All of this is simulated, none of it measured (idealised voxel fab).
Documented hereafter: the process module known as voxel tone inversion.
It is cross-section cut that appears here, measuring 140 nm in width, its square cells being 5 nm in size.
A cross-section is written here as square cells arranged in a grid, and it is given in bands from the top down, each band taking up one or more rows of cells. Band: top and bottom heights (nm) first, top before bottom; then materials from left to right, widths in nm. "all across" marks a sole material filling the band edge to edge. "blank" denotes empty space. Where do heights start? At 0: under that level the wafer as delivered is made of one material only. And the lowest band has no floor; it just carries on downward, as in "0 -> down". Quick explanation for "30..40": the width changes in equal steps down the rows of cells, from the first number in the band's top row to the second number in its bottom row. The designation "nothing got changed", where it is given for a processing step, indicates that no cell of the cross-section was altered in the course of that step. Basically, "Non-vented voids" tells you about the enclosed voids: empty spaces with no open way to the top, 8 cells or bigger, each written width x height at distance, where distance is from the left edge, all in nm. What comes after the settings on a step's line is commentary from the simulator itself on that step. overlay nm, on a step with a mask: how far to the right of its planned place the mask lay; to the left if negative.
Process steps (planned)
1 RECEIVE: material Si
2 CONFORMAL_DEP: material SiCN, thk nm 10
3 DIRECTIONAL_DEP: material aC, thk nm 20
4 PATTERN: tone cover, mask id POSTS, material resist, width nm 15, pitch nm 45, thk nm 30, overlay nm 0
5 DIRECTIONAL_ETCH: etch materials aC, depth nm 20
6 STRIP: etch materials resist
7 FILL_DEP: material lowk, thk nm 5
8 CMP: height nm 30
9 STRIP: etch materials aC
Wafer, first of two, run as planned
Cross-section of the wafer upon arrival, representing the state reached after step 1
- 0 -> down: Si all across
- Non-vented voids: none
After step 2, in cross-section
- 10 -> 0: SiCN all across
- No changes below 0.
After step 3, in cross-section
- 30 -> 10: aC all across
- No changes below 10.
After step 4, in cross-section
- 60 -> 30: 40 of blank  15 of resist  30 of blank  15 of resist  40 of blank
- No changes below 30.
After step 5, in cross-section
- 40 -> 30: 40 of blank  15 of resist  30 of blank  15 of resist  40 of blank
- 30 -> 10: 40 of blank  15 of aC  30 of blank  15 of aC  40 of blank
- No changes below 10.
After step 6, in cross-section
- 30 -> 10: 40 of blank  15 of aC  30 of blank  15 of aC  40 of blank
- No changes below 10.
After step 7, in cross-section
- 35 -> 30: lowk all across
- 30 -> 10: 40 of lowk  15 of aC  30 of lowk  15 of aC  40 of lowk
- No changes below 10.
After step 8, in cross-section
- 30 -> 10: 40 of lowk  15 of aC  30 of lowk  15 of aC  40 of lowk
- No changes below 10.
After step 9, in cross-section
- 30 -> 10: 40 of lowk  15 of blank  30 of lowk  15 of blank  40 of lowk
- No changes below 10.
Companion wafer, the second of two: same beginning, same intended sequence, one mistake in carrying it out; through step 1 inclusive it tracks the first exactly
Second wafer profile in section, at the moment step 2 of the plan was meant to be complete
- 15 -> 0: SiCN all across
- No changes below 0.
Second wafer profile in section, at the moment step 3 of the plan was meant to be complete
- 35 -> 15: aC all across
- No changes below 15.
Second wafer profile in section, at the moment step 4 of the plan was meant to be complete
- 65 -> 35: 40 of blank  15 of resist  30 of blank  15 of resist  40 of blank
- No changes below 35.
Second wafer profile in section, at the moment step 5 of the plan was meant to be complete
- 45 -> 35: 40 of blank  15 of resist  30 of blank  15 of resist  40 of blank
- 35 -> 15: 40 of blank  15 of aC  30 of blank  15 of aC  40 of blank
- No changes below 15.
Second wafer profile in section, at the moment step 6 of the plan was meant to be complete
- 35 -> 15: 40 of blank  15 of aC  30 of blank  15 of aC  40 of blank
- No changes below 15.
Second wafer profile in section, at the moment step 7 of the plan was meant to be complete
- 40 -> 35: lowk all across
- 35 -> 15: 40 of lowk  15 of aC  30 of lowk  15 of aC  40 of lowk
- No changes below 15.
Second wafer profile in section, at the moment step 8 of the plan was meant to be complete
- 30 -> 15: 40 of lowk  15 of aC  30 of lowk  15 of aC  40 of lowk
- No changes below 15.
Second wafer profile in section, at the moment step 9 of the plan was meant to be complete
- 30 -> 15: 40 of lowk  15 of blank  30 of lowk  15 of blank  40 of lowk
- No changes below 15.
Which mistake was made when the wafer was run? rather than as planned, step 2 actually ran as CONFORMAL_DEP: material SiCN, thk nm 15
It is noted that, at the conclusion of processing, the second wafer exhibits a higher or lower cell count for certain materials relative to the first: 28 more of SiCN; 22 fewer of lowk
